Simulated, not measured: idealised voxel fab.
The following process module bears the name voxel ribs on slabs.
The cross-section shown here is cut; it is 295 nm wide and divided into square cells measuring 5 nm on a side.
Format of a cross-section: grid, square cells. Given as bands. Order: top down. Band: one or more rows of cells. Read a band's entry like this: the first values are the height of its top and the height of its bottom in nm, and what follows is the sequence of materials from left to right, each with its width in nm. Note that "blank" is empty space, and that a single material marked "edge to edge" reaches across the band from edge to edge. Basically, 0 is our baseline, since under it the wafer straight out of the box is all one material. The bottom band has no lower end and keeps on going down, so it looks like "0 nm and below". Width spec "30->40" -> top row of cells at first value, bottom row at second value, equal per-row change in between. Step note "no change" = no cross-section cell changed. "Enclosed void entries" enumerates empty spaces isolated from the top, with no open way to it, that contain at least 8 cells, giving each as width x height at distance from the left edge, all three in nm. That trailing text on a step's line, after the settings, is the simulator's own remark on the step. Steps that use a mask can have "overlay nm" on their line. It says how far the mask sat to the right of where it was meant to be. Negative means to the left.

THE FOLLOWING LIST GIVES THE PLANNED PROCESS STEPS
1: RECEIVE | material Si
2: DIRECTIONAL_DEP | material SiO2 | thk nm 25
3: DIRECTIONAL_DEP | material SiN | thk nm 20
4: MASKED_ETCH | tone cover | mask id RIB | width nm 15 | etch materials SiN | depth nm 10 | overlay nm 0
5: PATTERN | tone cover | mask id SLAB | material resist | width nm 55 | thk nm 15 | overlay nm 0
6: DIRECTIONAL_ETCH | etch materials SiN | depth nm 10
7: STRIP | etch materials resist
8: FILL_DEP | material SiO2 | thk nm 25
9: CMP | height nm 60
10: DIRECTIONAL_DEP | material TiN | thk nm 10
11: DIRECTIONAL_DEP | material aC | thk nm 15
12: PATTERN | tone cover | mask id HEATER | material resist | width nm 25 | thk nm 30 | overlay nm 0
13: DIRECTIONAL_ETCH | etch materials aC | depth nm 5
14: STRIP | etch materials resist
15: DIRECTIONAL_ETCH | etch materials TiN | depth nm 10
16: STRIP | etch materials aC
17: CONFORMAL_DEP | material SiN | thk nm 10
It is noted that the wafers described herein are identical at the outset and are distinguished by the depth nm of step 13; the value stated in the plan corresponds to the first wafer.

THE FIRST OF SEVERAL WAFERS AS RECEIVED, SHOWN IN CROSS-SECTION; THIS IS ITS STATE AFTER STEP 1
> 0 nm and below | Si edge to edge
> Enclosed void entries: none

THE TABLE BELOW HAS ONE ROW FOR EACH WAFER; A ROW SHOWS, AS OF THE END OF THE MODULE, HOW MANY CELLS OF EACH MATERIAL THE WAFER HAS GAINED, MARKED (+), OR LOST, MARKED (-), SINCE IT WAS RECEIVED, AND THEN THE WAFER'S CLOSED VOIDS
depth nm 5; +146 SiN; +680 SiO2; +118 TiN; Enclosed void entries: none
depth nm 10; +146 SiN; +680 SiO2; +118 TiN; Enclosed void entries: none
depth nm 15; +154 SiN; +680 SiO2; +10 TiN; Enclosed void entries: none
depth nm 20; +154 SiN; +680 SiO2; +10 TiN; Enclosed void entries: none
depth nm 25; +154 SiN; +680 SiO2; +10 TiN; Enclosed void entries: none
depth nm 30; +154 SiN; +680 SiO2; +10 TiN; Enclosed void entries: none
